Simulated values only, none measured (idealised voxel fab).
Herein follows the process module entitled voxel self aligned vias.
Cross-section cut: width 235 nm, square cells of 5 nm.
Cross-sections here: square-cell grids, written as top-down lists of bands, a band being one or more rows of cells.
Basically the band line says how high the top is and how high the bottom is, in nm, and then what's in it from left to right, every material with its width in nm. Empty space shows up as "blank", and if a single material carries "full width" it runs the full band edge to edge.
The reference from which all heights are counted is 0, the level beneath which the as-received wafer is entirely one material; the lowest band, having no lower bound, proceeds downward and is written after the example "from 0 down".
Per-row width for "30 to 40": begins at first number (top row of band), ends at second number (bottom row), increment between rows held constant.
"remains unaltered", as given for a step, is the statement that not any cell of the cross-section underwent a change during that step.
If an empty space has no open way to the top and is at least 8 cells in size, "Closed empty spaces" lists it, written width x height at distance, where distance is measured from the left edge and every value is in nm.
Read whatever lies past the settings on a step's line as the simulator's own remark about the step.
If you see "overlay nm" on a step's line and that step has a mask, it's telling you how far right of where it was planned the mask ended up; a negative number means it went left instead.

[The steps planned for the process are as follows]
1. RECEIVE [material Si]
2. CONFORMAL_DEP [material SiO2] [thk nm 10]
3. CONFORMAL_DEP [material SiCN] [thk nm 5]
4. DIRECTIONAL_DEP [material lowk] [thk nm 20]
5. MASKED_ETCH [tone open] [mask id LINES] [width nm 30] [pitch nm 70] [etch materials lowk] [depth nm 20] [overlay nm 0]
6. CONFORMAL_DEP [material TiN] [thk nm 5]
7. FILL_DEP [material W] [thk nm 10]
8. CMP [height nm 35]
9. SELECTIVE_ETCH [etch materials W Ru TiN] [depth nm 5]
10. FILL_DEP [material SiN] [thk nm 5]
11. CMP [height nm 35]
12. DIRECTIONAL_DEP [material lowk] [thk nm 15]
13. PATTERN [tone open] [mask id VIAS] [material resist] [width nm 50] [thk nm 20] [overlay nm 0]
14. DIRECTIONAL_ETCH [etch materials lowk] [depth nm 15]
15. DIRECTIONAL_ETCH [etch materials SiN] [depth nm 5]
16. STRIP [etch materials resist]
17. CONFORMAL_DEP [material TiN] [thk nm 5]
18. FILL_DEP [material Cu] [thk nm 5]
19. CMP [height nm 50]
20. CONFORMAL_DEP [material SiCN] [thk nm 5]

[The first of a set of two wafers, run to plan]

[Cross-section of the wafer as it came to us, i.e., already through step 1]
  from 0 down  Si full width
  Closed empty spaces: none

[Cross-section through the wafer, step 2 finished]
  from 10 to 0  SiO2 full width
  Rest of section, below 0: as before.

[Cross-section through the wafer, step 3 finished]
  from 15 to 10  SiCN full width
  Rest of section, below 10: as before.

[Cross-section through the wafer, step 4 finished]
  from 35 to 15  lowk full width
  Rest of section, below 15: as before.

[Cross-section through the wafer, step 5 finished]
  from 35 to 15  lowk: 65 / blank: 30 / lowk: 40 / blank: 30 / lowk: 70
  Rest of section, below 15: as before.

[Cross-section through the wafer, step 6 finished]
  from 40 to 35  TiN: 70 / blank: 20 / TiN: 50 / blank: 20 / TiN: 75
  from 35 to 20  lowk: 65 / TiN: 5 / blank: 20 / TiN: 5 / lowk: 40 / TiN: 5 / blank: 20 / TiN: 5 / lowk: 70
  from 20 to 15  lowk: 65 / TiN: 30 / lowk: 40 / TiN: 30 / lowk: 70
  Rest of section, below 15: as before.

[Cross-section through the wafer, step 7 finished]
  from 50 to 40  W full width
  from 40 to 35  TiN: 70 / W: 20 / TiN: 50 / W: 20 / TiN: 75
  from 35 to 20  lowk: 65 / TiN: 5 / W: 20 / TiN: 5 / lowk: 40 / TiN: 5 / W: 20 / TiN: 5 / lowk: 70
  Rest of section, below 20: as before.

[Cross-section through the wafer, step 8 finished]
  from 35 to 20  lowk: 65 / TiN: 5 / W: 20 / TiN: 5 / lowk: 40 / TiN: 5 / W: 20 / TiN: 5 / lowk: 70
  Rest of section, below 20: as before.

[Cross-section through the wafer, step 9 finished]
  from 35 to 30  lowk: 65 / blank: 30 / lowk: 40 / blank: 30 / lowk: 70
  Rest of section, below 30: as before.

[Cross-section through the wafer, step 10 finished]
  from 40 to 35  SiN full width
  from 35 to 30  lowk: 65 / SiN: 30 / lowk: 40 / SiN: 30 / lowk: 70
  Rest of section, below 30: as before.

[Cross-section through the wafer, step 11 finished]
  from 35 to 30  lowk: 65 / SiN: 30 / lowk: 40 / SiN: 30 / lowk: 70
  Rest of section, below 30: as before.

[Cross-section through the wafer, step 12 finished]
  from 50 to 35  lowk full width
  Rest of section, below 35: as before.

[Cross-section through the wafer, step 13 finished]
  from 70 to 50  resist: 55 / blank: 50 / resist: 130
  Rest of section, below 50: as before.

[Cross-section through the wafer, step 14 finished]
  from 70 to 50  resist: 55 / blank: 50 / resist: 130
  from 50 to 35  lowk: 55 / blank: 50 / lowk: 130
  Rest of section, below 35: as before.

[Cross-section through the wafer, step 15 finished]
  from 70 to 50  resist: 55 / blank: 50 / resist: 130
  from 50 to 35  lowk: 55 / blank: 50 / lowk: 130
  from 35 to 30  lowk: 65 / blank: 30 / lowk: 40 / SiN: 30 / lowk: 70
  Rest of section, below 30: as before.

[Cross-section through the wafer, step 16 finished]
  from 50 to 35  lowk: 55 / blank: 50 / lowk: 130
  Rest of section, below 35: as before.

[Cross-section through the wafer, step 17 finished]
  from 55 to 50  TiN: 60 / blank: 40 / TiN: 135
  from 50 to 40  lowk: 55 / TiN: 5 / blank: 40 / TiN: 5 / lowk: 130
  from 40 to 35  lowk: 55 / TiN: 15 / blank: 20 / TiN: 15 / lowk: 130
  from 35 to 30  lowk: 65 / TiN: 30 / lowk: 40 / SiN: 30 / lowk: 70
  Rest of section, below 30: as before.

[Cross-section through the wafer, step 18 finished]
  from 60 to 55  Cu full width
  from 55 to 50  TiN: 60 / Cu: 40 / TiN: 135
  from 50 to 40  lowk: 55 / TiN: 5 / Cu: 40 / TiN: 5 / lowk: 130
  from 40 to 35  lowk: 55 / TiN: 15 / Cu: 20 / TiN: 15 / lowk: 130
  Rest of section, below 35: as before.

[Cross-section through the wafer, step 19 finished]
  from 50 to 40  lowk: 55 / TiN: 5 / Cu: 40 / TiN: 5 / lowk: 130
  Rest of section, below 40: as before.

[Cross-section through the wafer, step 20 finished]
  from 55 to 50  SiCN full width
  Rest of section, below 50: as before.

[Wafer two: like wafer one in start and plan, but with one mistake in execution; identical up to and including step 2]

[X-section, second wafer, when step 3 was due to finish]
  from 30 to 10  lowk full width
  Rest of section, below 10: as before.

[X-section, second wafer, when step 4 was due to finish]
  from 35 to 30  SiCN full width
  Rest of section, below 30: as before.

X-section, second wafer, when step 5 was due to finish: remains unaltered

[X-section, second wafer, when step 6 was due to finish]
  from 40 to 35  TiN full width
  Rest of section, below 35: as before.

[X-section, second wafer, when step 7 was due to finish]
  from 50 to 40  W full width
  Rest of section, below 40: as before.

[X-section, second wafer, when step 8 was due to finish]
  from 35 to 30  SiCN full width
  Rest of section, below 30: as before.

X-section, second wafer, when step 9 was due to finish: remains unaltered

[X-section, second wafer, when step 10 was due to finish]
  from 40 to 35  SiN full width
  Rest of section, below 35: as before.

[X-section, second wafer, when step 11 was due to finish]
  from 35 to 30  SiCN full width
  Rest of section, below 30: as before.

[X-section, second wafer, when step 12 was due to finish]
  from 50 to 35  lowk full width
  Rest of section, below 35: as before.

[X-section, second wafer, when step 13 was due to finish]
  from 70 to 50  resist: 55 / blank: 50 / resist: 130
  Rest of section, below 50: as before.

[X-section, second wafer, when step 14 was due to finish]
  from 70 to 50  resist: 55 / blank: 50 / resist: 130
  from 50 to 35  lowk: 55 / blank: 50 / lowk: 130
  Rest of section, below 35: as before.

X-section, second wafer, when step 15 was due to finish: remains unaltered

[X-section, second wafer, when step 16 was due to finish]
  from 50 to 35  lowk: 55 / blank: 50 / lowk: 130
  Rest of section, below 35: as before.

[X-section, second wafer, when step 17 was due to finish]
  from 55 to 50  TiN: 60 / blank: 40 / TiN: 135
  from 50 to 40  lowk: 55 / TiN: 5 / blank: 40 / TiN: 5 / lowk: 130
  from 40 to 35  lowk: 55 / TiN: 50 / lowk: 130
  Rest of section, below 35: as before.

[X-section, second wafer, when step 18 was due to finish]
  from 60 to 55  Cu full width
  from 55 to 50  TiN: 60 / Cu: 40 / TiN: 135
  from 50 to 40  lowk: 55 / TiN: 5 / Cu: 40 / TiN: 5 / lowk: 130
  Rest of section, below 40: as before.

[X-section, second wafer, when step 19 was due to finish]
  from 50 to 40  lowk: 55 / TiN: 5 / Cu: 40 / TiN: 5 / lowk: 130
  Rest of section, below 40: as before.

[X-section, second wafer, when step 20 was due to finish]
  from 55 to 50  SiCN full width
  Rest of section, below 50: as before.
Deviation from plan: steps 3 and 4 swapped
at the end the second wafer has, in cells: Cu -4 | SiN -6 | TiN -22 | W -16 | lowk +48
